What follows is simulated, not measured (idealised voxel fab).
The document below concerns the process module designated voxel ribs on slabs.
The figure presents cross-section cut, which has a width of 200 nm and is divided into square cells with an edge length of 5 nm.
If you're reading a cross-section in this doc, picture square cells in a grid; it comes to you as bands, top ones listed first down to the bottom, and a band can be one or more rows of cells. Band: top and bottom heights (nm) first, top before bottom; then materials from left to right, widths in nm. "full width" marks a sole material filling the band edge to edge. "empty" denotes empty space. Height reference: 0 = level under which incoming wafer is all one material. Lowest band: no bottom, runs on downward, e.g. "from 0 down". Width: "30->40" (first number = top row, second number = bottom row, same change from row to row of cells). Step marked "no change occurred"? Then no cell in the cross-section changed in it. The entry "Non-vented voids" lists the empty spaces that cover at least 8 cells and have no open path to the top. Each is written as width x height at distance, where the distance is measured from the left edge and all three values are in nm. Heads up: the bit after the settings on a step's line is the simulator's remark on that step. What "overlay nm" on a step's line means: if the step has a mask, that mask lay this far to the right of its planned place, or, when the value is negative, to the left.
PLAN
1. RECEIVE: material Si
2. DIRECTIONAL_DEP: material SiO2, thk nm 20
3. DIRECTIONAL_DEP: material SiN, thk nm 20
4. DIRECTIONAL_DEP: material aC, thk nm 10
5. PATTERN: tone cover, mask id RIB, material resist, width nm 20, thk nm 25, overlay nm 0
6. DIRECTIONAL_ETCH: etch materials aC, depth nm 10
7. STRIP: etch materials resist
8. DIRECTIONAL_ETCH: etch materials SiN, depth nm 10
9. STRIP: etch materials aC
10. DIRECTIONAL_DEP: material aC, thk nm 15
11. PATTERN: tone cover, mask id SLAB, material resist, width nm 50, thk nm 30, overlay nm 0
12. DIRECTIONAL_ETCH: etch materials aC, depth nm 15
13. STRIP: etch materials resist
14. DIRECTIONAL_ETCH: etch materials SiN, depth nm 10
15. STRIP: etch materials aC
16. FILL_DEP: material SiO2, thk nm 30
17. CMP: height nm 60
18. DIRECTIONAL_DEP: material TiN, thk nm 5
19. MASKED_ETCH: tone cover, mask id HEATER, width nm 30, etch materials TiN, depth nm 5, overlay nm 0
20. CONFORMAL_DEP: material SiN, thk nm 5
ACCOUNT OF THE FIRST OF TWO WAFERS, WHICH WAS PROCESSED AS INTENDED
CROSS-SECTION OF THE WAFER UPON ARRIVAL, REPRESENTING THE STATE REACHED AFTER STEP 1
- from 0 down = Si full width
- Non-vented voids: none
HOW THE WAFER STANDS IN SECTION AFTER STEP 2
- from 20 to 0 = SiO2 full width
- Under 0: no change, same as before.
HOW THE WAFER STANDS IN SECTION AFTER STEP 3
- from 40 to 20 = SiN full width
- Under 20: no change, same as before.
HOW THE WAFER STANDS IN SECTION AFTER STEP 4
- from 50 to 40 = aC full width
- Under 40: no change, same as before.
HOW THE WAFER STANDS IN SECTION AFTER STEP 5
- from 75 to 50 = empty=90  resist=20  empty=90
- Under 50: no change, same as before.
HOW THE WAFER STANDS IN SECTION AFTER STEP 6
- from 65 to 50 = empty=90  resist=20  empty=90
- from 50 to 40 = empty=90  aC=20  empty=90
- Under 40: no change, same as before.
HOW THE WAFER STANDS IN SECTION AFTER STEP 7
- from 50 to 40 = empty=90  aC=20  empty=90
- Under 40: no change, same as before.
HOW THE WAFER STANDS IN SECTION AFTER STEP 8
- from 50 to 40 = empty=90  aC=20  empty=90
- from 40 to 30 = empty=90  SiN=20  empty=90
- Under 30: no change, same as before.
HOW THE WAFER STANDS IN SECTION AFTER STEP 9
- from 40 to 30 = empty=90  SiN=20  empty=90
- Under 30: no change, same as before.
HOW THE WAFER STANDS IN SECTION AFTER STEP 10
- from 55 to 45 = empty=90  aC=20  empty=90
- from 45 to 40 = aC full width
- from 40 to 30 = aC=90  SiN=20  aC=90
- Under 30: no change, same as before.
HOW THE WAFER STANDS IN SECTION AFTER STEP 11
- from 85 to 55 = empty=75  resist=50  empty=75
- from 55 to 45 = empty=75  resist=15  aC=20  resist=15  empty=75
- Under 45: no change, same as before.
HOW THE WAFER STANDS IN SECTION AFTER STEP 12
- from 70 to 55 = empty=75  resist=50  empty=75
- from 55 to 45 = empty=75  resist=15  aC=20  resist=15  empty=75
- from 45 to 40 = empty=75  aC=50  empty=75
- from 40 to 30 = empty=75  aC=15  SiN=20  aC=15  empty=75
- Under 30: no change, same as before.
HOW THE WAFER STANDS IN SECTION AFTER STEP 13
- from 55 to 45 = empty=90  aC=20  empty=90
- Under 45: no change, same as before.
HOW THE WAFER STANDS IN SECTION AFTER STEP 14
- from 55 to 45 = empty=90  aC=20  empty=90
- from 45 to 40 = empty=75  aC=50  empty=75
- from 40 to 30 = empty=75  aC=15  SiN=20  aC=15  empty=75
- from 30 to 20 = empty=75  SiN=50  empty=75
- Under 20: no change, same as before.
HOW THE WAFER STANDS IN SECTION AFTER STEP 15
- from 40 to 30 = empty=90  SiN=20  empty=90
- Under 30: no change, same as before.
HOW THE WAFER STANDS IN SECTION AFTER STEP 16
- from 70 to 40 = SiO2 full width
- from 40 to 30 = SiO2=90  SiN=20  SiO2=90
- from 30 to 20 = SiO2=75  SiN=50  SiO2=75
- Under 20: no change, same as before.
HOW THE WAFER STANDS IN SECTION AFTER STEP 17
- from 60 to 40 = SiO2 full width
- Under 40: no change, same as before.
HOW THE WAFER STANDS IN SECTION AFTER STEP 18
- from 65 to 60 = TiN full width
- Under 60: no change, same as before.
HOW THE WAFER STANDS IN SECTION AFTER STEP 19
- from 65 to 60 = empty=85  TiN=30  empty=85
- Under 60: no change, same as before.
HOW THE WAFER STANDS IN SECTION AFTER STEP 20
- from 70 to 65 = empty=80  SiN=40  empty=80
- from 65 to 60 = SiN=85  TiN=30  SiN=85
- Under 60: no change, same as before.
REGARDING THE SECOND OF THE TWO WAFERS: IT SHARED THE FIRST WAFER'S STARTING CONDITION AND PROCESS PLAN, YET ONE ERROR OCCURRED DURING ITS EXECUTION. ITS HISTORY COINCIDES WITH THAT OF THE FIRST WAFER UP TO AND INCLUDING STEP 18
CROSS-SECTIONAL REPRESENTATION OF THE SECOND WAFER AT THE TIME DESIGNATED IN THE PLAN FOR THE COMPLETION OF STEP 19
- from 65 to 60 = TiN=85  empty=30  TiN=85
- Under 60: no change, same as before.
CROSS-SECTIONAL REPRESENTATION OF THE SECOND WAFER AT THE TIME DESIGNATED IN THE PLAN FOR THE COMPLETION OF STEP 20
- from 70 to 65 = SiN=90  empty=20  SiN=90
- from 65 to 60 = TiN=85  SiN=30  TiN=85
- Under 60: no change, same as before.
The mistake made against the process plan was this: step 19 ran with different settings than intended, the actual operation and settings being MASKED_ETCH: tone open, mask id HEATER, width nm 30, etch materials TiN, depth nm 5, overlay nm 0
Upon completion, the second wafer contains, in terms of cells, a greater or smaller amount of certain materials than the first wafer: TiN: 28 more
